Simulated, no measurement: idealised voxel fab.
Process module in this document: voxel tone inversion
Square cells of 5 nm make up the cross-section cut, whose width is 295 nm.
Notation: cross-section as square-cell grid; stated in bands, top first, going down; one or more cell rows per band. Basically the band line says how high the top is and how high the bottom is, in nm, and then what's in it from left to right, every material with its width in nm. Empty space shows up as "air", and if a single material carries "edge to edge" it runs the full band edge to edge. Height reference: 0 = level under which incoming wafer is all one material. Lowest band: no bottom, runs on downward, e.g. "0 nm and below". The two numbers in a width such as "30..40" mark its ends across the band: the first belongs to the top row of cells, the second to the bottom row, and from each row to the next the width moves by the same amount. "same as before" after a step means that no cell of the cross-section changed. Closed empty spaces (no open way to the top) of 8 cells or more are what "Sealed void inventory" lists, each as width x height at distance from the left edge, nm for all three. Anything after a step's settings on that line? It's the simulator's own note about the step. "overlay nm" answers the question of how far to the right of plan the mask lay on a step that has a mask, and when it is negative the answer is to the left.
**Intended process steps**
1: RECEIVE [material Si]
2: CONFORMAL_DEP [material SiCN] [thk nm 5]
3: DIRECTIONAL_DEP [material aC] [thk nm 25]
4: PATTERN [tone cover] [mask id POSTS] [material resist] [width nm 25] [pitch nm 40] [thk nm 35] [overlay nm 0]
5: DIRECTIONAL_ETCH [etch materials aC] [depth nm 25]
6: STRIP [etch materials resist]
7: FILL_DEP [material lowk] [thk nm 5]
8: CMP [height nm 30]
9: STRIP [etch materials aC]
**The first of two wafers, run as planned**
**Shown in cross-section is the wafer as received, that is, as it stands after step 1**
	0 nm and below: Si edge to edge
	Sealed void inventory: none
**Take a look at the wafer's cross-section after step 2**
	5 nm to 0 nm: SiCN edge to edge
	Everything below 0 is unchanged.
**Take a look at the wafer's cross-section after step 3**
	30 nm to 5 nm: aC edge to edge
	Everything below 5 is unchanged.
**Take a look at the wafer's cross-section after step 4**
	65 nm to 30 nm: air=75 | resist=25 | air=15 | resist=25 | air=15 | resist=25 | air=15 | resist=25 | air=75
	Everything below 30 is unchanged.
**Take a look at the wafer's cross-section after step 5**
	40 nm to 30 nm: air=75 | resist=25 | air=15 | resist=25 | air=15 | resist=25 | air=15 | resist=25 | air=75
	30 nm to 5 nm: air=75 | aC=25 | air=15 | aC=25 | air=15 | aC=25 | air=15 | aC=25 | air=75
	Everything below 5 is unchanged.
**Take a look at the wafer's cross-section after step 6**
	30 nm to 5 nm: air=75 | aC=25 | air=15 | aC=25 | air=15 | aC=25 | air=15 | aC=25 | air=75
	Everything below 5 is unchanged.
**Take a look at the wafer's cross-section after step 7**
	35 nm to 30 nm: lowk edge to edge
	30 nm to 5 nm: lowk=75 | aC=25 | lowk=15 | aC=25 | lowk=15 | aC=25 | lowk=15 | aC=25 | lowk=75
	Everything below 5 is unchanged.
**Take a look at the wafer's cross-section after step 8**
	30 nm to 5 nm: lowk=75 | aC=25 | lowk=15 | aC=25 | lowk=15 | aC=25 | lowk=15 | aC=25 | lowk=75
	Everything below 5 is unchanged.
**Take a look at the wafer's cross-section after step 9**
	30 nm to 5 nm: lowk=75 | air=25 | lowk=15 | air=25 | lowk=15 | air=25 | lowk=15 | air=25 | lowk=75
	Everything below 5 is unchanged.
**Wafer two: like wafer one in start and plan, but with one mistake in execution; identical up to and including step 2**
**Second wafer, sectioned view, at step 3's planned end time**
	25 nm to 5 nm: aC edge to edge
	Everything below 5 is unchanged.
**Second wafer, sectioned view, at step 4's planned end time**
	60 nm to 25 nm: air=75 | resist=25 | air=15 | resist=25 | air=15 | resist=25 | air=15 | resist=25 | air=75
	Everything below 25 is unchanged.
**Second wafer, sectioned view, at step 5's planned end time**
	35 nm to 25 nm: air=75 | resist=25 | air=15 | resist=25 | air=15 | resist=25 | air=15 | resist=25 | air=75
	25 nm to 5 nm: air=75 | aC=25 | air=15 | aC=25 | air=15 | aC=25 | air=15 | aC=25 | air=75
	Everything below 5 is unchanged.
**Second wafer, sectioned view, at step 6's planned end time**
	25 nm to 5 nm: air=75 | aC=25 | air=15 | aC=25 | air=15 | aC=25 | air=15 | aC=25 | air=75
	Everything below 5 is unchanged.
**Second wafer, sectioned view, at step 7's planned end time**
	30 nm to 25 nm: lowk edge to edge
	25 nm to 5 nm: lowk=75 | aC=25 | lowk=15 | aC=25 | lowk=15 | aC=25 | lowk=15 | aC=25 | lowk=75
	Everything below 5 is unchanged.
Second wafer, sectioned view, at step 8's planned end time: same as before
Second wafer, sectioned view, at step 9's planned end time: same as before
It is concluded that the wafer was processed incorrectly with respect to the plan, in that step 3 went in with a setting other than planned; the actual run was DIRECTIONAL_DEP [material aC] [thk nm 20]
Looking at both finished wafers in cells, the second ends up ahead of or behind the first on some materials: aC +80 | lowk +20
